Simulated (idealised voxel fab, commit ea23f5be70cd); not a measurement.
Proc. module: voxel capacitor over wiring
FYI the section here is cut, 220 nm wide, cells are 5 nm squares.
Reading order for cross-sections: top band down to bottom band. Underlying form: a grid of square cells. Band size: one or more rows of cells.
It is stipulated that each band's entry specify, in nanometres, the height of the top of the band and then that of its bottom, followed by the materials of the band in left-to-right sequence, each together with its width in nanometres. A single material marked by the word "throughout" is understood to fill the band from edge to edge; the word "empty" is understood to denote empty space.
Heights are measured from 0, the level below which the as-received wafer is all one material; the lowest band has no bottom and continues downward, written as in "z 0 and below".
Width spec "30->40" -> top row of cells at first value, bottom row at second value, equal per-row change in between.
The designation "identical to before", where it is given for a processing step, indicates that no cell of the cross-section was altered in the course of that step.
Reported under the label "Internal closed voids" are the empty spaces having no open way to the top and comprising 8 cells or more; the notation for each is width x height at distance, in which the distance is measured from the left edge and all three values are in nm.
Past the settings on a step's line: simulator remark, on that step.
Each step line may optionally specify "overlay nm", which for a step with a mask gives the rightward distance between the mask's planned place and where it lay, a negative value indicating the leftward direction.
# So here's the lineup of process steps we planned
| 1 | op RECEIVE | material Si |
| 2 | op CONFORMAL_DEP | material SiO2 | thk nm 15 |
| 3 | op CONFORMAL_DEP | material SiN | thk nm 5 |
| 4 | op DIRECTIONAL_DEP | material SiO2 | thk nm 15 |
| 5 | op DIRECTIONAL_DEP | material aC | thk nm 10 |
| 6 | op PATTERN | tone open | mask id METAL_1 | material resist | width nm 25 | pitch nm 95 | thk nm 30 | overlay nm 0 |
| 7 | op DIRECTIONAL_ETCH | etch materials aC | depth nm 10 |
| 8 | op STRIP | etch materials resist |
| 9 | op DIRECTIONAL_ETCH | etch materials SiO2 | depth nm 15 |
| 10 | op DIRECTIONAL_ETCH | etch materials SiN | depth nm 5 |
| 11 | op STRIP | etch materials aC |
| 12 | op CONFORMAL_DEP | material TiN | thk nm 5 |
| 13 | op FILL_DEP | material W | thk nm 10 |
| 14 | op CMP | height nm 35 |
| 15 | op CONFORMAL_DEP | material SiCN | thk nm 5 |
| 16 | op DIRECTIONAL_DEP | material lowk | thk nm 15 |
| 17 | op MASKED_ETCH | tone open | mask id PLUG_1 | width nm 15 | etch materials lowk | depth nm 15 | overlay nm 0 |
| 18 | op MASKED_ETCH | tone open | mask id PLUG_1 | width nm 15 | etch materials SiCN | depth nm 5 | overlay nm 0 |
| 19 | op EPI | material Ru | thk nm 10 |
| 20 | op EPI | material Ru | thk nm 10 |
| 21 | op DIRECTIONAL_DEP | material TiN | thk nm 5 |
| 22 | op DIRECTIONAL_DEP | material HfO2 | thk nm 5 |
| 23 | op DIRECTIONAL_DEP | material TiN | thk nm 5 |
| 24 | op DIRECTIONAL_DEP | material aC | thk nm 10 |
| 25 | op PATTERN | tone cover | mask id UPPER_PLATE | material resist | width nm 75 | thk nm 30 | overlay nm 0 |
| 26 | op DIRECTIONAL_ETCH | etch materials aC | depth nm 10 |
| 27 | op STRIP | etch materials resist |
| 28 | op DIRECTIONAL_ETCH | etch materials TiN | depth nm 5 |
| 29 | op DIRECTIONAL_ETCH | etch materials HfO2 | depth nm 5 |
| 30 | op STRIP | etch materials aC |
| 31 | op PATTERN | tone cover | mask id LOWER_PLATE | material resist | width nm 85 | thk nm 15 | overlay nm 0 |
| 32 | op DIRECTIONAL_ETCH | etch materials TiN | depth nm 5 |
| 33 | op STRIP | etch materials resist |
| 34 | op FILL_DEP | material SiO2 | thk nm 20 |
| 35 | op CMP | height nm 85 |
| 36 | op DIRECTIONAL_DEP | material aC | thk nm 10 |
| 37 | op PATTERN | tone open | mask id PLUG_2 | material resist | width nm 15 | thk nm 30 | overlay nm 0 |
| 38 | op DIRECTIONAL_ETCH | etch materials aC | depth nm 10 |
| 39 | op STRIP | etch materials resist |
| 40 | op DIRECTIONAL_ETCH | etch materials SiO2 | depth nm 15 |
| 41 | op STRIP | etch materials aC |
| 42 | op CONFORMAL_DEP | material TiN | thk nm 5 |
| 43 | op FILL_DEP | material Cu | thk nm 10 |
| 44 | op CMP | height nm 85 |
| 45 | op CONFORMAL_DEP | material SiCN | thk nm 5 |
# Shown in cross-section is the wafer as received, that is, as it stands after step 1
- z 0 and below = Si throughout
- Internal closed voids: none
# Starting wafer: above. Plan: above. Run: one mistake. Cross-section after the module: below
- z 90 to 85 = SiCN throughout
- z 85 to 75 = SiO2 70 nm; TiN 5 nm; Cu 5 nm; TiN 5 nm; SiO2 135 nm
- z 75 to 65 = SiO2 70->60 nm; TiN 15->75 nm; SiO2 135->85 nm
- z 65 to 60 = SiO2 60 nm; HfO2 75 nm; SiO2 85 nm
- z 60 to 55 = SiO2 55 nm; TiN 85 nm; SiO2 80 nm
- z 55 to 40 = lowk 60 nm; Ru 15 nm; lowk 145 nm
- z 40 to 35 = SiCN 60 nm; Ru 15 nm; SiCN 145 nm
- z 35 to 20 = SiO2 45 nm; TiN 5 nm; W 15 nm; TiN 5 nm; SiO2 70 nm; TiN 5 nm; W 15 nm; TiN 5 nm; SiO2 55 nm
- z 20 to 15 = SiN 45 nm; TiN 25 nm; SiN 70 nm; TiN 25 nm; SiN 55 nm
- z 15 to 0 = SiO2 throughout
- z 0 and below = Si throughout
- Internal closed voids: none
What went wrong in running the wafer? step 6 ran differently from the plan; actual operation with settings: op PATTERN | tone open | mask id METAL_1 | material resist | width nm 25 | pitch nm 95 | thk nm 30 | overlay nm -5
